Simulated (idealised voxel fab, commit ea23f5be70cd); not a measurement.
process module | voxel tone inversion
cross-section cut | 240 nm wide | cells 5 nm
A cross-section is a grid of square cells, given in bands from the top down. A band is one or more rows of cells.
Each band's line starts with the height of the band's top and of its bottom, in nm. Then come its materials from left to right, each with its width in nm. One material with "throughout" fills the band from edge to edge. "air" is empty space.
Height 0 is the level under which the wafer as received is all one material. The lowest band goes on downwards, as in "0 down".
A width such as "30 to 40" changes by the same amount from each row of cells to the next, from the band's top row to its bottom row.
"no change" after a step means that no cell of the cross-section changed.
closed voids: empty space of 8 cells or more with no open way to the top, each as width x height at its distance from the left edge, in nm
after a step's settings: what the simulator itself notes on the step
overlay nm, on a step with a mask: how far to the right of its planned place the mask lay; to the left if negative
plan
1 op RECEIVE | material Si
2 op CONFORMAL_DEP | material SiCN | thk nm 10
3 op DIRECTIONAL_DEP | material aC | thk nm 20
4 op PATTERN | tone cover | mask id POSTS | material resist | width nm 20 | pitch nm 45 | thk nm 25 | overlay nm 0
5 op DIRECTIONAL_ETCH | etch materials aC | depth nm 20
6 op STRIP | etch materials resist
7 op FILL_DEP | material SiO2 | thk nm 10
8 op CMP | height nm 30
9 op STRIP | etch materials aC
10 op CONFORMAL_DEP | material TiN | thk nm 5
11 op FILL_DEP | material Cu | thk nm 10
12 op CMP | height nm 30
13 op CONFORMAL_DEP | material SiCN | thk nm 5
first wafer, as planned
as received, after step 1
  0 down: Si throughout
  closed voids: none
after step 2
  10 to 0: SiCN throughout
  below 0: unchanged
after step 3
  30 to 10: aC throughout
  below 10: unchanged
after step 4
  55 to 30: air 85 | resist 20 | air 25 | resist 20 | air 90
  below 30: unchanged
after step 5
  35 to 30: air 85 | resist 20 | air 25 | resist 20 | air 90
  30 to 10: air 85 | aC 20 | air 25 | aC 20 | air 90
  below 10: unchanged
after step 6
  30 to 10: air 85 | aC 20 | air 25 | aC 20 | air 90
  below 10: unchanged
after step 7
  40 to 30: SiO2 throughout
  30 to 10: SiO2 85 | aC 20 | SiO2 25 | aC 20 | SiO2 90
  below 10: unchanged
after step 8
  30 to 10: SiO2 85 | aC 20 | SiO2 25 | aC 20 | SiO2 90
  below 10: unchanged
after step 9
  30 to 10: SiO2 85 | air 20 | SiO2 25 | air 20 | SiO2 90
  below 10: unchanged
after step 10
  35 to 30: TiN 90 | air 10 | TiN 35 | air 10 | TiN 95
  30 to 15: SiO2 85 | TiN 5 | air 10 | TiN 5 | SiO2 25 | TiN 5 | air 10 | TiN 5 | SiO2 90
  15 to 10: SiO2 85 | TiN 20 | SiO2 25 | TiN 20 | SiO2 90
  below 10: unchanged
after step 11
  45 to 35: Cu throughout
  35 to 30: TiN 90 | Cu 10 | TiN 35 | Cu 10 | TiN 95
  30 to 15: SiO2 85 | TiN 5 | Cu 10 | TiN 5 | SiO2 25 | TiN 5 | Cu 10 | TiN 5 | SiO2 90
  below 15: unchanged
after step 12
  30 to 15: SiO2 85 | TiN 5 | Cu 10 | TiN 5 | SiO2 25 | TiN 5 | Cu 10 | TiN 5 | SiO2 90
  below 15: unchanged
after step 13
  35 to 30: SiCN throughout
  below 30: unchanged
second wafer: like start, like plan, one mistake. Through step 1 it matches the first wafer
when step 2 should have ended
  10 to 0: Cu throughout
  below 0: unchanged
when step 3 should have ended
  30 to 10: aC throughout
  below 10: unchanged
when step 4 should have ended
  55 to 30: air 85 | resist 20 | air 25 | resist 20 | air 90
  below 30: unchanged
when step 5 should have ended
  35 to 30: air 85 | resist 20 | air 25 | resist 20 | air 90
  30 to 10: air 85 | aC 20 | air 25 | aC 20 | air 90
  below 10: unchanged
when step 6 should have ended
  30 to 10: air 85 | aC 20 | air 25 | aC 20 | air 90
  below 10: unchanged
when step 7 should have ended
  40 to 30: SiO2 throughout
  30 to 10: SiO2 85 | aC 20 | SiO2 25 | aC 20 | SiO2 90
  below 10: unchanged
when step 8 should have ended
  30 to 10: SiO2 85 | aC 20 | SiO2 25 | aC 20 | SiO2 90
  below 10: unchanged
when step 9 should have ended
  30 to 10: SiO2 85 | air 20 | SiO2 25 | air 20 | SiO2 90
  below 10: unchanged
when step 10 should have ended
  35 to 30: TiN 90 | air 10 | TiN 35 | air 10 | TiN 95
  30 to 15: SiO2 85 | TiN 5 | air 10 | TiN 5 | SiO2 25 | TiN 5 | air 10 | TiN 5 | SiO2 90
  15 to 10: SiO2 85 | TiN 20 | SiO2 25 | TiN 20 | SiO2 90
  below 10: unchanged
when step 11 should have ended
  45 to 35: Cu throughout
  35 to 30: TiN 90 | Cu 10 | TiN 35 | Cu 10 | TiN 95
  30 to 15: SiO2 85 | TiN 5 | Cu 10 | TiN 5 | SiO2 25 | TiN 5 | Cu 10 | TiN 5 | SiO2 90
  below 15: unchanged
when step 12 should have ended
  30 to 15: SiO2 85 | TiN 5 | Cu 10 | TiN 5 | SiO2 25 | TiN 5 | Cu 10 | TiN 5 | SiO2 90
  below 15: unchanged
when step 13 should have ended
  35 to 30: SiCN throughout
  below 30: unchanged
what went wrong: step 2 ran as: op CONFORMAL_DEP | material Cu | thk nm 10
at the end the second wafer has, in cells: 96 more of Cu | 96 fewer of SiCN
